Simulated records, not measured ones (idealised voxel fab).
Presented below is a process module, voxel ribs on slabs.
cross-section cut | 210 nm wide | cells 5 nm
Cross-sections here: square-cell grids, written as top-down lists of bands, a band being one or more rows of cells.
Heights first: top, then bottom, in nm. Then materials, left to right, each with a width in nm. "edge to edge" on a single material: fills the band edge to edge. "blank": empty space.
Note: height 0 marks the level under which the wafer is uniformly one material as received. Lowest band unbounded below, written "0..down".
Graded width ("30->40"): value in top row of band = first number; value in bottom row = second number; row-to-row change constant.
Any step labelled "nothing different" changed none of the cells in the cross-section.
Under "Unvented internal voids" you'll find the enclosed gaps, the ones with no way out to the top, that are 8 cells or bigger; each reads width x height at distance, with distance counted from the left edge, everything in nm.
On a step's line, text after the settings is the simulator commenting on that step.
"overlay nm" denotes, for a step that has a mask, the displacement of the mask to the right of its planned place, with negative values corresponding to the left.
Steps in the process plan:
step 1: RECEIVE with material Si
step 2: DIRECTIONAL_DEP with material SiO2, thk nm 20
step 3: DIRECTIONAL_DEP with material polySi, thk nm 15
step 4: PATTERN with tone cover, mask id RIB, material resist, width nm 15, thk nm 15, overlay nm 0
step 5: DIRECTIONAL_ETCH with etch materials polySi, depth nm 10
step 6: STRIP with etch materials resist
step 7: MASKED_ETCH with tone cover, mask id SLAB, width nm 55, etch materials polySi, depth nm 5, overlay nm 0
step 8: FILL_DEP with material SiO2, thk nm 15
step 9: CMP with height nm 45
step 10: DIRECTIONAL_DEP with material W, thk nm 10
step 11: DIRECTIONAL_DEP with material aC, thk nm 10
step 12: PATTERN with tone cover, mask id HEATER, material resist, width nm 25, thk nm 25, overlay nm 0
step 13: DIRECTIONAL_ETCH with etch materials aC, depth nm 10
step 14: STRIP with etch materials resist
step 15: DIRECTIONAL_ETCH with etch materials W, depth nm 10
step 16: STRIP with etch materials aC
step 17: CONFORMAL_DEP with material SiN, thk nm 5
Wafer-to-wafer difference: width nm, step 7. Common start. Plan = first wafer's value.
Here's the first of the wafers in cross-section, just as we got it, i.e. after step 1:
    0..down: Si edge to edge
    Unvented internal voids: none
End-of-module cross-section, first of several wafers, after last step 17:
    60..55: blank: 85; SiN: 35; blank: 90
    55..50: blank: 85; SiN: 5; W: 25; SiN: 5; blank: 90
    50..45: SiN: 90; W: 25; SiN: 95
    45..35: SiO2 edge to edge
    35..25: SiO2: 95; polySi: 15; SiO2: 100
    25..20: SiO2: 75; polySi: 55; SiO2: 80
    20..0: SiO2 edge to edge
    0..down: Si edge to edge
    Unvented internal voids: none
At the end of the module, the last of several wafers in cross-section:
    60..55: blank: 85; SiN: 35; blank: 90
    55..50: blank: 85; SiN: 5; W: 25; SiN: 5; blank: 90
    50..45: SiN: 90; W: 25; SiN: 95
    45..35: SiO2 edge to edge
    35..25: SiO2: 95; polySi: 15; SiO2: 100
    25..20: SiO2: 65; polySi: 80; SiO2: 65
    20..0: SiO2 edge to edge
    0..down: Si edge to edge
    Unvented internal voids: none
wafer rows; end of module; cells per material since receipt: (+) gained, (-) lost; then closed voids:
width nm 55; +46 SiN; +361 SiO2; +10 W; +17 polySi; Unvented internal voids: none
width nm 60; +46 SiN; +360 SiO2; +10 W; +18 polySi; Unvented internal voids: none
width nm 65; +46 SiN; +359 SiO2; +10 W; +19 polySi; Unvented internal voids: none
width nm 70; +46 SiN; +358 SiO2; +10 W; +20 polySi; Unvented internal voids: none
width nm 75; +46 SiN; +357 SiO2; +10 W; +21 polySi; Unvented internal voids: none
width nm 80; +46 SiN; +356 SiO2; +10 W; +22 polySi; Unvented internal voids: none
